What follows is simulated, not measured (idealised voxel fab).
Module name: voxel transistor to metal (process module)
Cross-sectional view cut (width: 265 nm; square cell size: 5 nm).
Throughout this document, each cross-section is represented as a grid of square cells and is presented as a sequence of bands enumerated from the top downward, where a band comprises one or more rows of cells. This entry defines a band. It first specifies the height of the band's top and the height of its bottom in nm, and then specifies the band's materials from left to right, stating each material with its width in nm. The word "edge to edge" identifies a single material that fills the band from edge to edge, while the word "blank" identifies empty space. Zero point of the height axis is 0; under it, received wafer = one material. Lowest band: continues down indefinitely, "0 -> down". Read "30 to 40" as a graded width: first number on top, second number at the bottom, same change between each pair of neighbouring rows. Step note "nothing was modified" = no cross-section cell changed. This entry, "Sealed-off cavities", enumerates those empty regions of no fewer than 8 cells that possess no open connection to the top. Each region is reported in the form width x height at distance, the distance being taken from the left edge, with all three quantities expressed in nm. Text after the settings on a step's line: the simulator's own remark on that step. Among the settings permitted on a step's line is "overlay nm"; applied to a step with a mask, it specifies the extent to which the mask lay to the right of its planned position, whereas a negative figure signifies a position to the left.
-- The process steps that were planned are listed below
1: RECEIVE with material Si
2: OXIDIZE with depth nm 5
3: CONFORMAL_DEP with material SiN, thk nm 15
4: PATTERN with tone cover, mask id ACTIVE, material resist, width nm 105, pitch nm 130, thk nm 20, overlay nm 0
5: DIRECTIONAL_ETCH with etch materials SiN, depth nm 15
6: DIRECTIONAL_ETCH with etch materials SiO2, depth nm 5
7: DIRECTIONAL_ETCH with etch materials Si, depth nm 25
8: STRIP with etch materials resist
9: OXIDIZE with depth nm 5
10: FILL_DEP with material SiO2, thk nm 15
11: CMP with height nm 15
12: SELECTIVE_ETCH with etch materials SiO2, depth nm 10
13: STRIP with etch materials SiN
14: SELECTIVE_ETCH with etch materials SiO2, depth nm 5
15: OXIDIZE with depth nm 5
16: DIRECTIONAL_DEP with material polySi, thk nm 25
17: DIRECTIONAL_DEP with material SiCN, thk nm 10
18: MASKED_ETCH with tone cover, mask id GATE, width nm 25, pitch nm 130, etch materials SiCN, depth nm 20, overlay nm 0
19: MASKED_ETCH with tone cover, mask id GATE, width nm 25, pitch nm 130, etch materials polySi, depth nm 35, overlay nm 0
20: CONFORMAL_DEP with material SiN, thk nm 5
21: DIRECTIONAL_ETCH with etch materials SiN, depth nm 5
22: DIRECTIONAL_ETCH with etch materials SiO2, depth nm 5
23: EPI with material nSi, thk nm 5
24: FILL_DEP with material SiO2, thk nm 5
25: CMP with height nm 30
26: DIRECTIONAL_DEP with material SiO2, thk nm 10
27: MASKED_ETCH with tone open, mask id CONTACT, width nm 15, etch materials SiO2, depth nm 45, overlay nm 0
28: CONFORMAL_DEP with material TiN, thk nm 5
29: FILL_DEP with material Ru, thk nm 10
30: CMP with height nm 40
31: CONFORMAL_DEP with material SiN, thk nm 5
32: DIRECTIONAL_DEP with material SiO2, thk nm 25
33: MASKED_ETCH with tone open, mask id METAL_1, width nm 15, etch materials SiO2, depth nm 25, overlay nm 0
34: MASKED_ETCH with tone open, mask id METAL_1, width nm 15, etch materials SiN, depth nm 5, overlay nm 0
35: CONFORMAL_DEP with material TiN, thk nm 5
36: FILL_DEP with material Ru, thk nm 10
37: CMP with height nm 70
38: EPI with material Ru, thk nm 5
39: FILL_DEP with material SiCN, thk nm 5
-- The cross-section here shows the wafer as received, i.e. in its state after step 1
> 0 -> down = Si edge to edge
> Sealed-off cavities: none
-- Wafer at module end, in section. Began as above, planned as above, run with one mistake
> 80 -> 75 = SiCN edge to edge
> 75 -> 70 = 20 nm SiCN  25 nm Ru  45 nm SiCN  25 nm Ru  35 nm SiCN  25 nm Ru  45 nm SiCN  25 nm Ru  20 nm SiCN
> 70 -> 45 = 25 nm SiO2  5 nm TiN  5 nm Ru  5 nm TiN  55 nm SiO2  5 nm TiN  5 nm Ru  5 nm TiN  45 nm SiO2  5 nm TiN  5 nm Ru  5 nm TiN  55 nm SiO2  5 nm TiN  5 nm Ru  5 nm TiN  25 nm SiO2
> 45 -> 40 = 25 nm SiN  15 nm TiN  55 nm SiN  15 nm TiN  45 nm SiN  15 nm TiN  55 nm SiN  15 nm TiN  25 nm SiN
> 40 -> 30 = 25 nm SiO2  5 nm TiN  5 nm Ru  5 nm TiN  55 nm SiO2  5 nm TiN  5 nm Ru  5 nm TiN  45 nm SiO2  5 nm TiN  5 nm Ru  5 nm TiN  55 nm SiO2  5 nm TiN  5 nm Ru  5 nm TiN  25 nm SiO2
> 30 -> 20 = 25 nm SiO2  5 nm TiN  5 nm Ru  5 nm TiN  10 nm SiO2  5 nm SiN  25 nm SiCN  5 nm SiN  10 nm SiO2  5 nm TiN  5 nm Ru  5 nm TiN  45 nm SiO2  5 nm TiN  5 nm Ru  5 nm TiN  10 nm SiO2  5 nm SiN  25 nm SiCN  5 nm SiN  10 nm SiO2  5 nm TiN  5 nm Ru  5 nm TiN  25 nm SiO2
> 20 -> 0 = 25 nm SiO2  5 nm TiN  5 nm Ru  5 nm TiN  5 nm SiO2  5 nm SiN  35 nm polySi  5 nm SiN  5 nm SiO2  5 nm TiN  5 nm Ru  5 nm TiN  45 nm SiO2  5 nm TiN  5 nm Ru  5 nm TiN  5 nm SiO2  5 nm SiN  35 nm polySi  5 nm SiN  5 nm SiO2  5 nm TiN  5 nm Ru  5 nm TiN  25 nm SiO2
> 0 -> -5 = 10 nm SiO2  5 nm SiN  10 nm SiO2  15 nm TiN  5 nm SiO2  5 nm SiN  35 nm polySi  5 nm SiN  5 nm SiO2  15 nm TiN  10 nm SiO2  5 nm SiN  15 nm SiO2  5 nm SiN  10 nm SiO2  15 nm TiN  5 nm SiO2  5 nm SiN  35 nm polySi  5 nm SiN  5 nm SiO2  15 nm TiN  10 nm SiO2  5 nm SiN  10 nm SiO2
> -5 -> -10 = 15 nm SiO2  30 nm nSi  45 nm SiO2  30 nm nSi  25 nm SiO2  30 nm nSi  45 nm SiO2  30 nm nSi  15 nm SiO2
> -10 -> -35 = 20 nm SiO2  95 nm Si  35 nm SiO2  95 nm Si  20 nm SiO2
> -35 -> down = Si edge to edge
> Sealed-off cavities: none
In executing the process, a mistake was made relative to the plan: step 19 did not use the planned setting and instead ran as MASKED_ETCH with tone cover, mask id GATE, width nm 35, pitch nm 130, etch materials polySi, depth nm 35, overlay nm 0
